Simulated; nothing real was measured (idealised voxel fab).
process module | voxel trench capacitor
cross-section cut | 300 nm wide | cells 5 nm
A cross-section is a grid of square cells, given in bands from the top down. A band is one or more rows of cells.
Each band's line starts with the height of the band's top and of its bottom, in nm. Then come its materials from left to right, each with its width in nm. One material with "throughout" fills the band from edge to edge. "air" is empty space.
Height 0 is the level under which the wafer as received is all one material. The lowest band goes on downwards, as in "0 down".
A width such as "30 to 40" changes by the same amount from each row of cells to the next, from the band's top row to its bottom row.
"no change" after a step means that no cell of the cross-section changed.
closed voids: empty space of 8 cells or more with no open way to the top, each as width x height at its distance from the left edge, in nm
after a step's settings: what the simulator itself notes on the step
overlay nm, on a step with a mask: how far to the right of its planned place the mask lay; to the left if negative
plan
1 op RECEIVE | material Si
2 op CONFORMAL_DEP | material SiN | thk nm 10
3 op MASKED_ETCH | tone open | mask id TRENCH | width nm 30 | pitch nm 55 | etch materials SiN | depth nm 10 | overlay nm 0
4 op MASKED_ETCH | tone open | mask id TRENCH | width nm 30 | pitch nm 55 | etch materials Si | depth nm 30 | overlay nm 0
5 op CONFORMAL_DEP | material HfO2 | thk nm 5
6 op CONFORMAL_DEP | material TiN | thk nm 5
7 op FILL_DEP | material W | thk nm 10
8 op CMP | height nm 10
as received, after step 1
  0 down: Si throughout
  closed voids: none
a wafer at the end: this start, this plan, one mistake
  10 to 0: SiN 50 | TiN 5 | HfO2 5 | W 10 | HfO2 5 | TiN 5 | SiN 25 | TiN 5 | HfO2 5 | W 10 | HfO2 5 | TiN 5 | SiN 25 | TiN 5 | HfO2 5 | W 10 | HfO2 5 | TiN 5 | SiN 25 | TiN 5 | HfO2 5 | W 10 | HfO2 5 | TiN 5 | SiN 55
  0 to -20: Si 50 | TiN 5 | HfO2 5 | W 10 | HfO2 5 | TiN 5 | Si 25 | TiN 5 | HfO2 5 | W 10 | HfO2 5 | TiN 5 | Si 25 | TiN 5 | HfO2 5 | W 10 | HfO2 5 | TiN 5 | Si 25 | TiN 5 | HfO2 5 | W 10 | HfO2 5 | TiN 5 | Si 55
  -20 to -25: Si 50 | TiN 5 | HfO2 20 | TiN 5 | Si 25 | TiN 5 | HfO2 20 | TiN 5 | Si 25 | TiN 5 | HfO2 20 | TiN 5 | Si 25 | TiN 5 | HfO2 20 | TiN 5 | Si 55
  -25 to -30: Si 50 | TiN 30 | Si 25 | TiN 30 | Si 25 | TiN 30 | Si 25 | TiN 30 | Si 55
  -30 down: Si throughout
  closed voids: none
what went wrong: steps 5 and 6 were swapped
